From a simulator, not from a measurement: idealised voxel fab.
process module | voxel trench capacitor
cross-section cut | 160 nm wide | cells 5 nm
A cross-section is a grid of square cells, given in bands from the top down. A band is one or more rows of cells.
Each band's line starts with the height of the band's top and of its bottom, in nm. Then come its materials from left to right, each with its width in nm. One material with "throughout" fills the band from edge to edge. "air" is empty space.
Height 0 is the level under which the wafer as received is all one material. The lowest band goes on downwards, as in "0 down".
A width such as "30 to 40" changes by the same amount from each row of cells to the next, from the band's top row to its bottom row.
"no change" after a step means that no cell of the cross-section changed.
closed voids: empty space of 8 cells or more with no open way to the top, each as width x height at its distance from the left edge, in nm
after a step's settings: what the simulator itself notes on the step
overlay nm, on a step with a mask: how far to the right of its planned place the mask lay; to the left if negative
plan
1 op RECEIVE | material Si
2 op CONFORMAL_DEP | material SiN | thk nm 5
3 op DIRECTIONAL_DEP | material aC | thk nm 15
4 op PATTERN | tone open | mask id TRENCH | material resist | width nm 15 | pitch nm 35 | thk nm 30 | overlay nm 0
5 op DIRECTIONAL_ETCH | etch materials aC | depth nm 15
6 op STRIP | etch materials resist
7 op DIRECTIONAL_ETCH | etch materials SiN | depth nm 5
8 op DIRECTIONAL_ETCH | etch materials Si | depth nm 25
9 op STRIP | etch materials aC
10 op CONFORMAL_DEP | material Al2O3 | thk nm 5
11 op FILL_DEP | material polySi | thk nm 5
12 op CMP | height nm 5
first wafer, as planned
as received, after step 1
  0 down: Si throughout
  closed voids: none
after step 2
  5 to 0: SiN throughout
  below 0: unchanged
after step 3
  20 to 5: aC throughout
  below 5: unchanged
after step 4
  50 to 20: resist 55 | air 15 | resist 20 | air 15 | resist 55
  below 20: unchanged
after step 5
  35 to 20: resist 55 | air 15 | resist 20 | air 15 | resist 55
  20 to 5: aC 55 | air 15 | aC 20 | air 15 | aC 55
  below 5: unchanged
after step 6
  20 to 5: aC 55 | air 15 | aC 20 | air 15 | aC 55
  below 5: unchanged
after step 7
  20 to 5: aC 55 | air 15 | aC 20 | air 15 | aC 55
  5 to 0: SiN 55 | air 15 | SiN 20 | air 15 | SiN 55
  below 0: unchanged
after step 8
  20 to 5: aC 55 | air 15 | aC 20 | air 15 | aC 55
  5 to 0: SiN 55 | air 15 | SiN 20 | air 15 | SiN 55
  0 to -25: Si 55 | air 15 | Si 20 | air 15 | Si 55
  below -25: unchanged
after step 9
  5 to 0: SiN 55 | air 15 | SiN 20 | air 15 | SiN 55
  below 0: unchanged
after step 10
  10 to 5: Al2O3 60 | air 5 | Al2O3 30 | air 5 | Al2O3 60
  5 to 0: SiN 55 | Al2O3 5 | air 5 | Al2O3 5 | SiN 20 | Al2O3 5 | air 5 | Al2O3 5 | SiN 55
  0 to -20: Si 55 | Al2O3 5 | air 5 | Al2O3 5 | Si 20 | Al2O3 5 | air 5 | Al2O3 5 | Si 55
  -20 to -25: Si 55 | Al2O3 15 | Si 20 | Al2O3 15 | Si 55
  below -25: unchanged
after step 11
  15 to 10: polySi throughout
  10 to 5: Al2O3 60 | polySi 5 | Al2O3 30 | polySi 5 | Al2O3 60
  5 to 0: SiN 55 | Al2O3 5 | polySi 5 | Al2O3 5 | SiN 20 | Al2O3 5 | polySi 5 | Al2O3 5 | SiN 55
  0 to -20: Si 55 | Al2O3 5 | polySi 5 | Al2O3 5 | Si 20 | Al2O3 5 | polySi 5 | Al2O3 5 | Si 55
  below -20: unchanged
after step 12
  5 to 0: SiN 55 | Al2O3 5 | polySi 5 | Al2O3 5 | SiN 20 | Al2O3 5 | polySi 5 | Al2O3 5 | SiN 55
  below 0: unchanged
second wafer: like start, like plan, one mistake. Through step 9 it matches the first wafer
when step 10 should have ended
  10 to 0: SiN 60 | air 5 | SiN 30 | air 5 | SiN 60
  0 to -20: Si 55 | SiN 5 | air 5 | SiN 5 | Si 20 | SiN 5 | air 5 | SiN 5 | Si 55
  -20 to -25: Si 55 | SiN 15 | Si 20 | SiN 15 | Si 55
  below -25: unchanged
when step 11 should have ended
  15 to 10: polySi throughout
  10 to 0: SiN 60 | polySi 5 | SiN 30 | polySi 5 | SiN 60
  0 to -20: Si 55 | SiN 5 | polySi 5 | SiN 5 | Si 20 | SiN 5 | polySi 5 | SiN 5 | Si 55
  below -20: unchanged
when step 12 should have ended
  5 to 0: SiN 60 | polySi 5 | SiN 30 | polySi 5 | SiN 60
  below 0: unchanged
what went wrong: step 10 ran as: op CONFORMAL_DEP | material SiN | thk nm 5
at the end the second wafer has, in cells: 26 fewer of Al2O3 | 26 more of SiN
